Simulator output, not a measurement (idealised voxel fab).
The following is a process module called voxel gate over fins.
The figure presents cross-section cut, which has a width of 285 nm and is divided into square cells with an edge length of 5 nm.
Cross-sections here: square-cell grids, written as top-down lists of bands, a band being one or more rows of cells. Top, bottom (nm), then materials left to right with widths (nm); lone material tagged "full width" fills the whole band edge to edge; "air" = empty space. Zero point of the height axis is 0; under it, received wafer = one material. Lowest band: continues down indefinitely, "top 0, no bottom". The two numbers in a width such as "30 to 40" mark its ends across the band: the first belongs to the top row of cells, the second to the bottom row, and from each row to the next the width moves by the same amount. When a step is marked "nothing altered", none of the cells in the cross-section changed during that step. Empty spaces without an open route to the top, at least 8 cells in extent, make up the entry "Enclosed internal voids"; each is given as width x height at distance, where the distance is measured from the left edge, and all are in nm. Past the settings on a step's line: simulator remark, on that step. The "overlay nm" setting may appear on a step's line; for a step that uses a mask, it gives how far to the right of its planned position the mask lay, and a negative value indicates the left.
## Set out below are the planned steps of the process
- 1: RECEIVE (material Si)
- 2: CONFORMAL_DEP (material SiN; thk nm 10)
- 3: MASKED_ETCH (tone cover; mask id FINS; width nm 15; pitch nm 60; etch materials SiN; depth nm 10; overlay nm 0)
- 4: MASKED_ETCH (tone cover; mask id FINS; width nm 15; pitch nm 60; etch materials Si; depth nm 35; overlay nm 0)
- 5: OXIDIZE (depth nm 5)
- 6: FILL_DEP (material SiO2; thk nm 10)
- 7: CMP (height nm 10)
- 8: PATTERN (tone open; mask id RAIL; material resist; width nm 15; thk nm 20; overlay nm 0)
- 9: DIRECTIONAL_ETCH (etch materials SiO2; depth nm 40)
- 10: STRIP (etch materials resist)
- 11: CONFORMAL_DEP (material TiN; thk nm 5)
- 12: FILL_DEP (material W; thk nm 10)
- 13: CMP (height nm 10)
- 14: SELECTIVE_ETCH (etch materials W Ru TiN; depth nm 35)
- 15: FILL_DEP (material SiO2; thk nm 5)
- 16: CMP (height nm 10)
- 17: SELECTIVE_ETCH (etch materials SiO2; depth nm 25)
- 18: STRIP (etch materials SiN)
- 19: CONFORMAL_DEP (material HfO2; thk nm 5)
- 20: CONFORMAL_DEP (material TiN; thk nm 5)
- 21: CONFORMAL_DEP (material TiAl; thk nm 5)
- 22: CONFORMAL_DEP (material TiN; thk nm 5)
- 23: FILL_DEP (material W; thk nm 10)
- 24: CMP (height nm 25)
- 25: CONFORMAL_DEP (material SiCN; thk nm 10)
## First wafer, two in total, run as planned
## Received-state cross-section, reflecting completion of step 1
- top 0, no bottom  Si full width
- Enclosed internal voids: none
## Step 2 complete: cross-section through the wafer
- top 10, bottom 0  SiN full width
- No changes below 0.
## Step 3 complete: cross-section through the wafer
- top 10, bottom 0  air 105 nm; SiN 15 nm; air 45 nm; SiN 15 nm; air 105 nm
- No changes below 0.
## Step 4 complete: cross-section through the wafer
- top 10, bottom 0  air 105 nm; SiN 15 nm; air 45 nm; SiN 15 nm; air 105 nm
- top 0, bottom -35  air 105 nm; Si 15 nm; air 45 nm; Si 15 nm; air 105 nm
- No changes below -35.
## Step 5 complete: cross-section through the wafer
- top 10, bottom 0  air 105 nm; SiN 15 nm; air 45 nm; SiN 15 nm; air 105 nm
- top 0, bottom -35  air 105 nm; SiO2 5 nm; Si 5 nm; SiO2 5 nm; air 45 nm; SiO2 5 nm; Si 5 nm; SiO2 5 nm; air 105 nm
- top -35, bottom -40  SiO2 110 nm; Si 5 nm; SiO2 55 nm; Si 5 nm; SiO2 110 nm
- No changes below -40.
## Step 6 complete: cross-section through the wafer
- top 20, bottom 10  SiO2 full width
- top 10, bottom 0  SiO2 105 nm; SiN 15 nm; SiO2 45 nm; SiN 15 nm; SiO2 105 nm
- top 0, bottom -40  SiO2 110 nm; Si 5 nm; SiO2 55 nm; Si 5 nm; SiO2 110 nm
- No changes below -40.
## Step 7 complete: cross-section through the wafer
- top 10, bottom 0  SiO2 105 nm; SiN 15 nm; SiO2 45 nm; SiN 15 nm; SiO2 105 nm
- No changes below 0.
## Step 8 complete: cross-section through the wafer
- top 30, bottom 10  resist 135 nm; air 15 nm; resist 135 nm
- No changes below 10.
## Step 9 complete: cross-section through the wafer
- top 30, bottom 10  resist 135 nm; air 15 nm; resist 135 nm
- top 10, bottom 0  SiO2 105 nm; SiN 15 nm; SiO2 15 nm; air 15 nm; SiO2 15 nm; SiN 15 nm; SiO2 105 nm
- top 0, bottom -30  SiO2 110 nm; Si 5 nm; SiO2 20 nm; air 15 nm; SiO2 20 nm; Si 5 nm; SiO2 110 nm
- No changes below -30.
## Step 10 complete: cross-section through the wafer
- top 10, bottom 0  SiO2 105 nm; SiN 15 nm; SiO2 15 nm; air 15 nm; SiO2 15 nm; SiN 15 nm; SiO2 105 nm
- No changes below 0.
## Step 11 complete: cross-section through the wafer
- top 15, bottom 10  TiN 140 nm; air 5 nm; TiN 140 nm
- top 10, bottom 0  SiO2 105 nm; SiN 15 nm; SiO2 15 nm; TiN 5 nm; air 5 nm; TiN 5 nm; SiO2 15 nm; SiN 15 nm; SiO2 105 nm
- top 0, bottom -25  SiO2 110 nm; Si 5 nm; SiO2 20 nm; TiN 5 nm; air 5 nm; TiN 5 nm; SiO2 20 nm; Si 5 nm; SiO2 110 nm
- top -25, bottom -30  SiO2 110 nm; Si 5 nm; SiO2 20 nm; TiN 15 nm; SiO2 20 nm; Si 5 nm; SiO2 110 nm
- No changes below -30.
## Step 12 complete: cross-section through the wafer
- top 25, bottom 15  W full width
- top 15, bottom 10  TiN 140 nm; W 5 nm; TiN 140 nm
- top 10, bottom 0  SiO2 105 nm; SiN 15 nm; SiO2 15 nm; TiN 5 nm; W 5 nm; TiN 5 nm; SiO2 15 nm; SiN 15 nm; SiO2 105 nm
- top 0, bottom -25  SiO2 110 nm; Si 5 nm; SiO2 20 nm; TiN 5 nm; W 5 nm; TiN 5 nm; SiO2 20 nm; Si 5 nm; SiO2 110 nm
- No changes below -25.
## Step 13 complete: cross-section through the wafer
- top 10, bottom 0  SiO2 105 nm; SiN 15 nm; SiO2 15 nm; TiN 5 nm; W 5 nm; TiN 5 nm; SiO2 15 nm; SiN 15 nm; SiO2 105 nm
- No changes below 0.
## Step 14 complete: cross-section through the wafer
- top 10, bottom 0  SiO2 105 nm; SiN 15 nm; SiO2 15 nm; air 15 nm; SiO2 15 nm; SiN 15 nm; SiO2 105 nm
- top 0, bottom -25  SiO2 110 nm; Si 5 nm; SiO2 20 nm; air 15 nm; SiO2 20 nm; Si 5 nm; SiO2 110 nm
- No changes below -25.
## Step 15 complete: cross-section through the wafer
- top 15, bottom 10  SiO2 full width
- top 10, bottom 0  SiO2 105 nm; SiN 15 nm; SiO2 45 nm; SiN 15 nm; SiO2 105 nm
- top 0, bottom -25  SiO2 110 nm; Si 5 nm; SiO2 55 nm; Si 5 nm; SiO2 110 nm
- No changes below -25.
## Step 16 complete: cross-section through the wafer
- top 10, bottom 0  SiO2 105 nm; SiN 15 nm; SiO2 45 nm; SiN 15 nm; SiO2 105 nm
- No changes below 0.
## Step 17 complete: cross-section through the wafer
- top 10, bottom 0  air 105 nm; SiN 15 nm; air 45 nm; SiN 15 nm; air 105 nm
- top 0, bottom -15  air 110 nm; Si 5 nm; air 55 nm; Si 5 nm; air 110 nm
- No changes below -15.
## Step 18 complete: cross-section through the wafer
- top 0, bottom -15  air 110 nm; Si 5 nm; air 55 nm; Si 5 nm; air 110 nm
- No changes below -15.
## Step 19 complete: cross-section through the wafer
- top 5, bottom 0  air 105 nm; HfO2 15 nm; air 45 nm; HfO2 15 nm; air 105 nm
- top 0, bottom -10  air 105 nm; HfO2 5 nm; Si 5 nm; HfO2 5 nm; air 45 nm; HfO2 5 nm; Si 5 nm; HfO2 5 nm; air 105 nm
- top -10, bottom -15  HfO2 110 nm; Si 5 nm; HfO2 55 nm; Si 5 nm; HfO2 110 nm
- No changes below -15.
## Step 20 complete: cross-section through the wafer
- top 10, bottom 5  air 100 nm; TiN 25 nm; air 35 nm; TiN 25 nm; air 100 nm
- top 5, bottom 0  air 100 nm; TiN 5 nm; HfO2 15 nm; TiN 5 nm; air 35 nm; TiN 5 nm; HfO2 15 nm; TiN 5 nm; air 100 nm
- top 0, bottom -5  air 100 nm; TiN 5 nm; HfO2 5 nm; Si 5 nm; HfO2 5 nm; TiN 5 nm; air 35 nm; TiN 5 nm; HfO2 5 nm; Si 5 nm; HfO2 5 nm; TiN 5 nm; air 100 nm
- top -5, bottom -10  TiN 105 nm; HfO2 5 nm; Si 5 nm; HfO2 5 nm; TiN 45 nm; HfO2 5 nm; Si 5 nm; HfO2 5 nm; TiN 105 nm
- No changes below -10.
## Step 21 complete: cross-section through the wafer
- top 15, bottom 10  air 95 nm; TiAl 35 nm; air 25 nm; TiAl 35 nm; air 95 nm
- top 10, bottom 5  air 95 nm; TiAl 5 nm; TiN 25 nm; TiAl 5 nm; air 25 nm; TiAl 5 nm; TiN 25 nm; TiAl 5 nm; air 95 nm
- top 5, bottom 0  air 95 nm; TiAl 5 nm; TiN 5 nm; HfO2 15 nm; TiN 5 nm; TiAl 5 nm; air 25 nm; TiAl 5 nm; TiN 5 nm; HfO2 15 nm; TiN 5 nm; TiAl 5 nm; air 95 nm
- top 0, bottom -5  TiAl 100 nm; TiN 5 nm; HfO2 5 nm; Si 5 nm; HfO2 5 nm; TiN 5 nm; TiAl 35 nm; TiN 5 nm; HfO2 5 nm; Si 5 nm; HfO2 5 nm; TiN 5 nm; TiAl 100 nm
- No changes below -5.
## Step 22 complete: cross-section through the wafer
- top 20, bottom 15  air 90 nm; TiN 45 nm; air 15 nm; TiN 45 nm; air 90 nm
- top 15, bottom 10  air 90 nm; TiN 5 nm; TiAl 35 nm; TiN 5 nm; air 15 nm; TiN 5 nm; TiAl 35 nm; TiN 5 nm; air 90 nm
- top 10, bottom 5  air 90 nm; TiN 5 nm; TiAl 5 nm; TiN 25 nm; TiAl 5 nm; TiN 5 nm; air 15 nm; TiN 5 nm; TiAl 5 nm; TiN 25 nm; TiAl 5 nm; TiN 5 nm; air 90 nm
- top 5, bottom 0  TiN 95 nm; TiAl 5 nm; TiN 5 nm; HfO2 15 nm; TiN 5 nm; TiAl 5 nm; TiN 25 nm; TiAl 5 nm; TiN 5 nm; HfO2 15 nm; TiN 5 nm; TiAl 5 nm; TiN 95 nm
- No changes below 0.
## Step 23 complete: cross-section through the wafer
- top 30, bottom 20  W full width
- top 20, bottom 15  W 90 nm; TiN 45 nm; W 15 nm; TiN 45 nm; W 90 nm
- top 15, bottom 10  W 90 nm; TiN 5 nm; TiAl 35 nm; TiN 5 nm; W 15 nm; TiN 5 nm; TiAl 35 nm; TiN 5 nm; W 90 nm
- top 10, bottom 5  W 90 nm; TiN 5 nm; TiAl 5 nm; TiN 25 nm; TiAl 5 nm; TiN 5 nm; W 15 nm; TiN 5 nm; TiAl 5 nm; TiN 25 nm; TiAl 5 nm; TiN 5 nm; W 90 nm
- No changes below 5.
## Step 24 complete: cross-section through the wafer
- top 25, bottom 20  W full width
- No changes below 20.
## Step 25 complete: cross-section through the wafer
- top 35, bottom 25  SiCN full width
- No changes below 25.
## Wafer two of two - same starting point, same process plan, one mistake in execution; matches wafer one up to and including step 2
## Here is the second wafer in cross-section at the point where step 3 of the plan should have been done
- top 10, bottom 0  air 105 nm; SiN 15 nm; air 45 nm; SiN 15 nm; air 105 nm
- No changes below 0.
## Here is the second wafer in cross-section at the point where step 4 of the plan should have been done
- top 10, bottom 0  air 105 nm; SiN 15 nm; air 45 nm; SiN 15 nm; air 105 nm
- top 0, bottom -35  air 105 nm; Si 15 nm; air 45 nm; Si 15 nm; air 105 nm
- No changes below -35.
## Here is the second wafer in cross-section at the point where step 5 of the plan should have been done
- top 10, bottom 0  air 105 nm; SiN 15 nm; air 45 nm; SiN 15 nm; air 105 nm
- top 0, bottom -35  air 105 nm; SiO2 5 nm; Si 5 nm; SiO2 5 nm; air 45 nm; SiO2 5 nm; Si 5 nm; SiO2 5 nm; air 105 nm
- top -35, bottom -40  SiO2 110 nm; Si 5 nm; SiO2 55 nm; Si 5 nm; SiO2 110 nm
- No changes below -40.
## Here is the second wafer in cross-section at the point where step 6 of the plan should have been done
- top 20, bottom 10  SiO2 full width
- top 10, bottom 0  SiO2 105 nm; SiN 15 nm; SiO2 45 nm; SiN 15 nm; SiO2 105 nm
- top 0, bottom -40  SiO2 110 nm; Si 5 nm; SiO2 55 nm; Si 5 nm; SiO2 110 nm
- No changes below -40.
## Here is the second wafer in cross-section at the point where step 7 of the plan should have been done
- top 10, bottom 0  SiO2 105 nm; SiN 15 nm; SiO2 45 nm; SiN 15 nm; SiO2 105 nm
- No changes below 0.
## Here is the second wafer in cross-section at the point where step 8 of the plan should have been done
- top 30, bottom 10  resist 135 nm; air 15 nm; resist 135 nm
- No changes below 10.
## Here is the second wafer in cross-section at the point where step 9 of the plan should have been done
- top 30, bottom 10  resist 135 nm; air 15 nm; resist 135 nm
- top 10, bottom 0  SiO2 105 nm; SiN 15 nm; SiO2 15 nm; air 15 nm; SiO2 15 nm; SiN 15 nm; SiO2 105 nm
- top 0, bottom -30  SiO2 110 nm; Si 5 nm; SiO2 20 nm; air 15 nm; SiO2 20 nm; Si 5 nm; SiO2 110 nm
- No changes below -30.
## Here is the second wafer in cross-section at the point where step 10 of the plan should have been done
- top 10, bottom 0  SiO2 105 nm; SiN 15 nm; SiO2 15 nm; air 15 nm; SiO2 15 nm; SiN 15 nm; SiO2 105 nm
- No changes below 0.
## Here is the second wafer in cross-section at the point where step 11 of the plan should have been done
- top 15, bottom 10  TiN 140 nm; air 5 nm; TiN 140 nm
- top 10, bottom 0  SiO2 105 nm; SiN 15 nm; SiO2 15 nm; TiN 5 nm; air 5 nm; TiN 5 nm; SiO2 15 nm; SiN 15 nm; SiO2 105 nm
- top 0, bottom -25  SiO2 110 nm; Si 5 nm; SiO2 20 nm; TiN 5 nm; air 5 nm; TiN 5 nm; SiO2 20 nm; Si 5 nm; SiO2 110 nm
- top -25, bottom -30  SiO2 110 nm; Si 5 nm; SiO2 20 nm; TiN 15 nm; SiO2 20 nm; Si 5 nm; SiO2 110 nm
- No changes below -30.
## Here is the second wafer in cross-section at the point where step 12 of the plan should have been done
- top 25, bottom 15  W full width
- top 15, bottom 10  TiN 140 nm; W 5 nm; TiN 140 nm
- top 10, bottom 0  SiO2 105 nm; SiN 15 nm; SiO2 15 nm; TiN 5 nm; W 5 nm; TiN 5 nm; SiO2 15 nm; SiN 15 nm; SiO2 105 nm
- top 0, bottom -25  SiO2 110 nm; Si 5 nm; SiO2 20 nm; TiN 5 nm; W 5 nm; TiN 5 nm; SiO2 20 nm; Si 5 nm; SiO2 110 nm
- No changes below -25.
## Here is the second wafer in cross-section at the point where step 13 of the plan should have been done
- top 10, bottom 0  SiO2 105 nm; SiN 15 nm; SiO2 15 nm; TiN 5 nm; W 5 nm; TiN 5 nm; SiO2 15 nm; SiN 15 nm; SiO2 105 nm
- No changes below 0.
## Here is the second wafer in cross-section at the point where step 14 of the plan should have been done
- top 10, bottom 0  SiO2 105 nm; SiN 15 nm; SiO2 15 nm; air 15 nm; SiO2 15 nm; SiN 15 nm; SiO2 105 nm
- top 0, bottom -25  SiO2 110 nm; Si 5 nm; SiO2 20 nm; air 15 nm; SiO2 20 nm; Si 5 nm; SiO2 110 nm
- No changes below -25.
## Here is the second wafer in cross-section at the point where step 15 of the plan should have been done
- top 15, bottom 10  SiO2 full width
- top 10, bottom 0  SiO2 105 nm; SiN 15 nm; SiO2 45 nm; SiN 15 nm; SiO2 105 nm
- top 0, bottom -25  SiO2 110 nm; Si 5 nm; SiO2 55 nm; Si 5 nm; SiO2 110 nm
- No changes below -25.
## Here is the second wafer in cross-section at the point where step 16 of the plan should have been done
- top 10, bottom 0  SiO2 105 nm; SiN 15 nm; SiO2 45 nm; SiN 15 nm; SiO2 105 nm
- No changes below 0.
## Here is the second wafer in cross-section at the point where step 17 of the plan should have been done
- top 10, bottom 0  air 105 nm; SiN 15 nm; air 45 nm; SiN 15 nm; air 105 nm
- top 0, bottom -15  air 110 nm; Si 5 nm; air 55 nm; Si 5 nm; air 110 nm
- No changes below -15.
## Here is the second wafer in cross-section at the point where step 18 of the plan should have been done
- top 0, bottom -15  air 110 nm; Si 5 nm; air 55 nm; Si 5 nm; air 110 nm
- No changes below -15.
## Here is the second wafer in cross-section at the point where step 19 of the plan should have been done
- top 5, bottom 0  air 105 nm; HfO2 15 nm; air 45 nm; HfO2 15 nm; air 105 nm
- top 0, bottom -10  air 105 nm; HfO2 5 nm; Si 5 nm; HfO2 5 nm; air 45 nm; HfO2 5 nm; Si 5 nm; HfO2 5 nm; air 105 nm
- top -10, bottom -15  HfO2 110 nm; Si 5 nm; HfO2 55 nm; Si 5 nm; HfO2 110 nm
- No changes below -15.
## Here is the second wafer in cross-section at the point where step 20 of the plan should have been done
- top 10, bottom 5  air 100 nm; TiN 25 nm; air 35 nm; TiN 25 nm; air 100 nm
- top 5, bottom 0  air 100 nm; TiN 5 nm; HfO2 15 nm; TiN 5 nm; air 35 nm; TiN 5 nm; HfO2 15 nm; TiN 5 nm; air 100 nm
- top 0, bottom -5  air 100 nm; TiN 5 nm; HfO2 5 nm; Si 5 nm; HfO2 5 nm; TiN 5 nm; air 35 nm; TiN 5 nm; HfO2 5 nm; Si 5 nm; HfO2 5 nm; TiN 5 nm; air 100 nm
- top -5, bottom -10  TiN 105 nm; HfO2 5 nm; Si 5 nm; HfO2 5 nm; TiN 45 nm; HfO2 5 nm; Si 5 nm; HfO2 5 nm; TiN 105 nm
- No changes below -10.
## Here is the second wafer in cross-section at the point where step 21 of the plan should have been done
- top 15, bottom 10  air 95 nm; TiAl 35 nm; air 25 nm; TiAl 35 nm; air 95 nm
- top 10, bottom 5  air 95 nm; TiAl 5 nm; TiN 25 nm; TiAl 5 nm; air 25 nm; TiAl 5 nm; TiN 25 nm; TiAl 5 nm; air 95 nm
- top 5, bottom 0  air 95 nm; TiAl 5 nm; TiN 5 nm; HfO2 15 nm; TiN 5 nm; TiAl 5 nm; air 25 nm; TiAl 5 nm; TiN 5 nm; HfO2 15 nm; TiN 5 nm; TiAl 5 nm; air 95 nm
- top 0, bottom -5  TiAl 100 nm; TiN 5 nm; HfO2 5 nm; Si 5 nm; HfO2 5 nm; TiN 5 nm; TiAl 35 nm; TiN 5 nm; HfO2 5 nm; Si 5 nm; HfO2 5 nm; TiN 5 nm; TiAl 100 nm
- No changes below -5.
## Here is the second wafer in cross-section at the point where step 22 of the plan should have been done
- top 20, bottom 15  air 90 nm; TiN 45 nm; air 15 nm; TiN 45 nm; air 90 nm
- top 15, bottom 10  air 90 nm; TiN 5 nm; TiAl 35 nm; TiN 5 nm; air 15 nm; TiN 5 nm; TiAl 35 nm; TiN 5 nm; air 90 nm
- top 10, bottom 5  air 90 nm; TiN 5 nm; TiAl 5 nm; TiN 25 nm; TiAl 5 nm; TiN 5 nm; air 15 nm; TiN 5 nm; TiAl 5 nm; TiN 25 nm; TiAl 5 nm; TiN 5 nm; air 90 nm
- top 5, bottom 0  TiN 95 nm; TiAl 5 nm; TiN 5 nm; HfO2 15 nm; TiN 5 nm; TiAl 5 nm; TiN 25 nm; TiAl 5 nm; TiN 5 nm; HfO2 15 nm; TiN 5 nm; TiAl 5 nm; TiN 95 nm
- No changes below 0.
## Here is the second wafer in cross-section at the point where step 23 of the plan should have been done
- top 30, bottom 20  W full width
- top 20, bottom 15  W 90 nm; TiN 45 nm; W 15 nm; TiN 45 nm; W 90 nm
- top 15, bottom 10  W 90 nm; TiN 5 nm; TiAl 35 nm; TiN 5 nm; W 15 nm; TiN 5 nm; TiAl 35 nm; TiN 5 nm; W 90 nm
- top 10, bottom 5  W 90 nm; TiN 5 nm; TiAl 5 nm; TiN 25 nm; TiAl 5 nm; TiN 5 nm; W 15 nm; TiN 5 nm; TiAl 5 nm; TiN 25 nm; TiAl 5 nm; TiN 5 nm; W 90 nm
- No changes below 5.
## Here is the second wafer in cross-section at the point where step 24 of the plan should have been done
- top 25, bottom 20  W full width
- No changes below 20.
## Here is the second wafer in cross-section at the point where step 25 of the plan should have been done
- top 35, bottom 25  SiCN full width
- No changes below 25.
Deviation noted in wafer processing: plan step 3 was twice executed
The two wafers finish with the same cross-section, and therefore the mistake leaves the computed outcome of this model unchanged.
